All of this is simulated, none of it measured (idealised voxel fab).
process module | voxel transistor to metal
cross-section cut | 205 nm wide | cells 5 nm
A cross-section is a grid of square cells, given in bands from the top down. A band is one or more rows of cells.
Each band's line starts with the height of the band's top and of its bottom, in nm. Then come its materials from left to right, each with its width in nm. One material with "throughout" fills the band from edge to edge. "air" is empty space.
Height 0 is the level under which the wafer as received is all one material. The lowest band goes on downwards, as in "0 down".
A width such as "30 to 40" changes by the same amount from each row of cells to the next, from the band's top row to its bottom row.
"no change" after a step means that no cell of the cross-section changed.
closed voids: empty space of 8 cells or more with no open way to the top, each as width x height at its distance from the left edge, in nm
after a step's settings: what the simulator itself notes on the step
overlay nm, on a step with a mask: how far to the right of its planned place the mask lay; to the left if negative
plan
1 op RECEIVE | material Si
2 op OXIDIZE | depth nm 5
3 op CONFORMAL_DEP | material SiN | thk nm 10
4 op PATTERN | tone cover | mask id ACTIVE | material resist | width nm 110 | thk nm 15 | overlay nm 0
5 op DIRECTIONAL_ETCH | etch materials SiN | depth nm 10
6 op DIRECTIONAL_ETCH | etch materials SiO2 | depth nm 5
7 op DIRECTIONAL_ETCH | etch materials Si | depth nm 35
8 op STRIP | etch materials resist
9 op OXIDIZE | depth nm 5
10 op FILL_DEP | material SiO2 | thk nm 15
11 op CMP | height nm 10
12 op SELECTIVE_ETCH | etch materials SiO2 | depth nm 10
13 op STRIP | etch materials SiN
14 op SELECTIVE_ETCH | etch materials SiO2 | depth nm 5
15 op OXIDIZE | depth nm 5
16 op DIRECTIONAL_DEP | material polySi | thk nm 25
17 op DIRECTIONAL_DEP | material SiCN | thk nm 15
18 op MASKED_ETCH | tone cover | mask id GATE | width nm 20 | etch materials SiCN | depth nm 25 | overlay nm 0
19 op MASKED_ETCH | tone cover | mask id GATE | width nm 20 | etch materials polySi | depth nm 35 | overlay nm 0
20 op CONFORMAL_DEP | material SiN | thk nm 5
21 op DIRECTIONAL_ETCH | etch materials SiN | depth nm 5
22 op DIRECTIONAL_ETCH | etch materials SiO2 | depth nm 5
23 op DIRECTIONAL_ETCH | etch materials Si | depth nm 5
24 op EPI | material pSi | thk nm 10
25 op FILL_DEP | material SiO2 | thk nm 10
26 op CMP | height nm 35
27 op DIRECTIONAL_DEP | material SiO2 | thk nm 10
28 op DIRECTIONAL_DEP | material aC | thk nm 15
29 op PATTERN | tone open | mask id CONTACT | material resist | width nm 15 | pitch nm 75 | thk nm 30 | overlay nm 0
30 op DIRECTIONAL_ETCH | etch materials aC | depth nm 15
31 op STRIP | etch materials resist
32 op DIRECTIONAL_ETCH | etch materials SiO2 | depth nm 50
33 op STRIP | etch materials aC
34 op CONFORMAL_DEP | material TiN | thk nm 5
35 op FILL_DEP | material W | thk nm 5
36 op CMP | height nm 45
37 op DIRECTIONAL_DEP | material TiN | thk nm 5
38 op DIRECTIONAL_DEP | material W | thk nm 25
39 op PATTERN | tone cover | mask id METAL_1 | material resist | width nm 15 | pitch nm 75 | thk nm 15 | overlay nm 0
40 op DIRECTIONAL_ETCH | etch materials W | depth nm 25
41 op DIRECTIONAL_ETCH | etch materials TiN | depth nm 5
42 op STRIP | etch materials resist
43 op FILL_DEP | material lowk | thk nm 10
44 op CMP | height nm 75
45 op CONFORMAL_DEP | material SiCN | thk nm 5
46 op DIRECTIONAL_DEP | material lowk | thk nm 35
47 op MASKED_ETCH | tone open | mask id METAL_2 | width nm 15 | pitch nm 75 | etch materials lowk | depth nm 20 | overlay nm 0
48 op MASKED_ETCH | tone open | mask id METAL_2_HOLES | width nm 15 | pitch nm 75 | etch materials lowk | depth nm 15 | overlay nm 0
49 op MASKED_ETCH | tone open | mask id METAL_2_HOLES | width nm 15 | pitch nm 75 | etch materials SiCN | depth nm 5 | overlay nm 0
50 op CONFORMAL_DEP | material TiN | thk nm 5
51 op FILL_DEP | material Cu | thk nm 5
52 op CMP | height nm 115
53 op CONFORMAL_DEP | material SiN | thk nm 5
as received, after step 1
  0 down: Si throughout
  closed voids: none
first wafer at the end, as planned
  120 to 115: SiN throughout
  115 to 80: lowk 55 | TiN 5 | Cu 5 | TiN 5 | lowk 60 | TiN 5 | Cu 5 | TiN 5 | lowk 60
  80 to 75: SiCN 55 | TiN 15 | SiCN 60 | TiN 15 | SiCN 60
  75 to 50: lowk 55 | W 15 | lowk 60 | W 15 | lowk 60
  50 to 45: lowk 55 | TiN 15 | lowk 60 | TiN 15 | lowk 60
  45 to 35: SiO2 55 | TiN 5 | W 5 | TiN 5 | SiO2 60 | TiN 5 | W 5 | TiN 5 | SiO2 60
  35 to 20: SiO2 55 | TiN 5 | W 5 | TiN 5 | SiO2 15 | SiN 5 | SiCN 20 | SiN 5 | SiO2 15 | TiN 5 | W 5 | TiN 5 | SiO2 60
  20 to 0: SiO2 55 | TiN 5 | W 5 | TiN 5 | SiO2 15 | SiN 5 | polySi 20 | SiN 5 | SiO2 15 | TiN 5 | W 5 | TiN 5 | SiO2 60
  0 to -5: SiO2 55 | TiN 15 | SiO2 5 | pSi 10 | SiN 5 | polySi 20 | SiN 5 | pSi 10 | SiO2 5 | TiN 15 | SiO2 60
  -5 to -10: SiO2 45 | pSi 40 | SiO2 30 | pSi 40 | SiO2 50
  -10 to -15: SiO2 50 | pSi 35 | Si 30 | pSi 35 | SiO2 55
  -15 to -45: SiO2 50 | Si 100 | SiO2 55
  -45 down: Si throughout
  closed voids: none
second wafer at the end: like start, like plan, one mistake
  120 to 115: SiN throughout
  115 to 105: lowk 45 | TiN 5 | Cu 15 | TiN 5 | lowk 50 | TiN 5 | Cu 15 | TiN 5 | lowk 60
  105 to 100: lowk 45 | TiN 15 | Cu 5 | TiN 5 | lowk 50 | TiN 15 | Cu 5 | TiN 5 | lowk 60
  100 to 95: lowk 55 | TiN 15 | lowk 60 | TiN 15 | lowk 60
  95 to 80: lowk 55 | TiN 5 | lowk 70 | TiN 5 | lowk 70
  80 to 75: SiCN 55 | TiN 5 | SiCN 70 | TiN 5 | SiCN 70
  75 to 50: lowk 55 | W 15 | lowk 60 | W 15 | lowk 60
  50 to 45: lowk 55 | TiN 15 | lowk 60 | TiN 15 | lowk 60
  45 to 35: SiO2 55 | TiN 5 | W 5 | TiN 5 | SiO2 60 | TiN 5 | W 5 | TiN 5 | SiO2 60
  35 to 20: SiO2 55 | TiN 5 | W 5 | TiN 5 | SiO2 15 | SiN 5 | SiCN 20 | SiN 5 | SiO2 15 | TiN 5 | W 5 | TiN 5 | SiO2 60
  20 to 0: SiO2 55 | TiN 5 | W 5 | TiN 5 | SiO2 15 | SiN 5 | polySi 20 | SiN 5 | SiO2 15 | TiN 5 | W 5 | TiN 5 | SiO2 60
  0 to -5: SiO2 55 | TiN 15 | SiO2 5 | pSi 10 | SiN 5 | polySi 20 | SiN 5 | pSi 10 | SiO2 5 | TiN 15 | SiO2 60
  -5 to -10: SiO2 45 | pSi 40 | SiO2 30 | pSi 40 | SiO2 50
  -10 to -15: SiO2 50 | pSi 35 | Si 30 | pSi 35 | SiO2 55
  -15 to -45: SiO2 50 | Si 100 | SiO2 55
  -45 down: Si throughout
  closed voids: none
what went wrong: step 48 ran as: op MASKED_ETCH | tone open | mask id METAL_2_HOLES | width nm 15 | pitch nm 75 | etch materials lowk | depth nm 15 | overlay nm -10
at the end the second wafer has, in cells: 4 more of SiCN | 4 fewer of TiN
